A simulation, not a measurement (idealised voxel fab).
Proc. module: voxel wiring stack
Square cell edge 5 nm, section width 280 nm, ID cut.
Square cells in a grid make up a cross-section in this document, and the grid is given as bands, listed from the top down, each one or more rows of cells. Top, bottom (nm), then materials left to right with widths (nm); lone material tagged "edge to edge" fills the whole band edge to edge; "blank" = empty space. Heights are expressed relative to 0, this being the level below which the as-received wafer comprises one material exclusively. The lowest band is unbounded in the downward direction and is denoted as in "0 nm and below". Think of "30 to 40" as a width that walks from the first number to the second as you go down the band, top row to bottom row, taking equal-sized steps from row to row. What does "no alterations made" mean for a step? It means no cell of the cross-section changed in that step. Each empty space that has no open way to the top and spans at least 8 cells appears under "Fully closed voids" as width x height at distance, the distance counted from the left edge, all in nm. Past the settings on a step's line: simulator remark, on that step. overlay nm: how far to the right of its planned place the mask lay on this masked step (negative: to the left).
PLANNED STEP LIST FOR THE PROCESS
1) RECEIVE with material Si
2) CONFORMAL_DEP with material SiO2, thk nm 10
3) DIRECTIONAL_DEP with material TiN, thk nm 5
4) DIRECTIONAL_DEP with material W, thk nm 15
5) MASKED_ETCH with tone cover, mask id METAL_1, width nm 20, pitch nm 40, etch materials W, depth nm 15, overlay nm 0
6) MASKED_ETCH with tone cover, mask id METAL_1, width nm 20, pitch nm 40, etch materials TiN, depth nm 5, overlay nm 0
7) CONFORMAL_DEP with material SiCN, thk nm 5
8) FILL_DEP with material lowk, thk nm 5
9) CMP with height nm 30
10) CONFORMAL_DEP with material SiCN, thk nm 5
11) DIRECTIONAL_DEP with material lowk, thk nm 25
12) DIRECTIONAL_DEP with material aC, thk nm 10
13) PATTERN with tone open, mask id METAL_2_HOLES, material resist, width nm 15, pitch nm 80, thk nm 30, overlay nm 0
14) DIRECTIONAL_ETCH with etch materials aC, depth nm 10
15) STRIP with etch materials resist
16) DIRECTIONAL_ETCH with etch materials lowk, depth nm 25
17) STRIP with etch materials aC
18) PATTERN with tone open, mask id METAL_2, material resist, width nm 20, pitch nm 40, thk nm 15, overlay nm 0
19) DIRECTIONAL_ETCH with etch materials lowk, depth nm 15
20) DIRECTIONAL_ETCH with etch materials SiCN, depth nm 5
21) STRIP with etch materials resist
22) CONFORMAL_DEP with material TiN, thk nm 5
23) FILL_DEP with material Ru, thk nm 10
24) CMP with height nm 60
25) CONFORMAL_DEP with material SiCN, thk nm 5
INCOMING WAFER, CROSS-SECTIONAL VIEW, POST STEP 1
  0 nm and below | Si edge to edge
  Fully closed voids: none
END-OF-MODULE XS, FIRST OF TWO WAFERS, RUN AS PLANNED
  65 nm to 60 nm | SiCN edge to edge
  60 nm to 50 nm | lowk: 70 / TiN: 5 / Ru: 10 / TiN: 5 / lowk: 20 / TiN: 5 / Ru: 10 / TiN: 5 / lowk: 20 / TiN: 5 / Ru: 10 / TiN: 5 / lowk: 20 / TiN: 5 / Ru: 10 / TiN: 5 / lowk: 70
  50 nm to 45 nm | lowk: 70 / TiN: 5 / Ru: 5 / TiN: 10 / lowk: 20 / TiN: 20 / lowk: 20 / TiN: 5 / Ru: 5 / TiN: 10 / lowk: 20 / TiN: 20 / lowk: 70
  45 nm to 35 nm | lowk: 70 / TiN: 5 / Ru: 5 / TiN: 5 / lowk: 65 / TiN: 5 / Ru: 5 / TiN: 5 / lowk: 115
  35 nm to 30 nm | SiCN: 70 / TiN: 15 / SiCN: 65 / TiN: 15 / SiCN: 115
  30 nm to 15 nm | lowk: 65 / SiCN: 5 / W: 20 / SiCN: 5 / lowk: 10 / SiCN: 5 / W: 20 / SiCN: 5 / lowk: 10 / SiCN: 5 / W: 20 / SiCN: 5 / lowk: 10 / SiCN: 5 / W: 20 / SiCN: 5 / lowk: 65
  15 nm to 10 nm | SiCN: 70 / TiN: 20 / SiCN: 20 / TiN: 20 / SiCN: 20 / TiN: 20 / SiCN: 20 / TiN: 20 / SiCN: 70
  10 nm to 0 nm | SiO2 edge to edge
  0 nm and below | Si edge to edge
  Fully closed voids: none
CROSS-SECTIONAL IMAGE OF THE SECOND WAFER OF THE TWO FOLLOWING COMPLETION OF THE MODULE. STARTING STATE AND PROCESS PLAN WERE THE SAME AS FOR THE FIRST WAFER; ONE EXECUTION ERROR OCCURRED
  65 nm to 60 nm | SiCN edge to edge
  60 nm to 50 nm | lowk: 70 / TiN: 5 / Ru: 10 / TiN: 5 / lowk: 25 / TiN: 5 / Ru: 5 / TiN: 5 / lowk: 20 / TiN: 5 / Ru: 10 / TiN: 5 / lowk: 25 / TiN: 5 / Ru: 5 / TiN: 5 / lowk: 70
  50 nm to 45 nm | lowk: 70 / TiN: 5 / Ru: 5 / TiN: 10 / lowk: 25 / TiN: 15 / lowk: 20 / TiN: 5 / Ru: 5 / TiN: 10 / lowk: 25 / TiN: 15 / lowk: 70
  45 nm to 40 nm | lowk: 70 / TiN: 5 / Ru: 5 / TiN: 5 / lowk: 65 / TiN: 5 / Ru: 5 / TiN: 5 / lowk: 115
  40 nm to 35 nm | lowk: 70 / TiN: 15 / lowk: 65 / TiN: 15 / lowk: 115
  35 nm to 30 nm | SiCN: 75 / TiN: 10 / SiCN: 70 / TiN: 10 / SiCN: 115
  30 nm to 15 nm | lowk: 65 / SiCN: 5 / W: 20 / SiCN: 5 / lowk: 10 / SiCN: 5 / W: 20 / SiCN: 5 / lowk: 10 / SiCN: 5 / W: 20 / SiCN: 5 / lowk: 10 / SiCN: 5 / W: 20 / SiCN: 5 / lowk: 65
  15 nm to 10 nm | SiCN: 70 / TiN: 20 / SiCN: 20 / TiN: 20 / SiCN: 20 / TiN: 20 / SiCN: 20 / TiN: 20 / SiCN: 70
  10 nm to 0 nm | SiO2 edge to edge
  0 nm and below | Si edge to edge
  Fully closed voids: none
Nonconformance to the process plan: step 18 ran differently from the plan; actual operation with settings: PATTERN with tone open, mask id METAL_2, material resist, width nm 15, pitch nm 40, thk nm 15, overlay nm 0
Looking at both finished wafers in cells, the second ends up ahead of or behind the first on some materials: 6 fewer of Ru | 2 more of SiCN | 2 fewer of TiN | 6 more of lowk
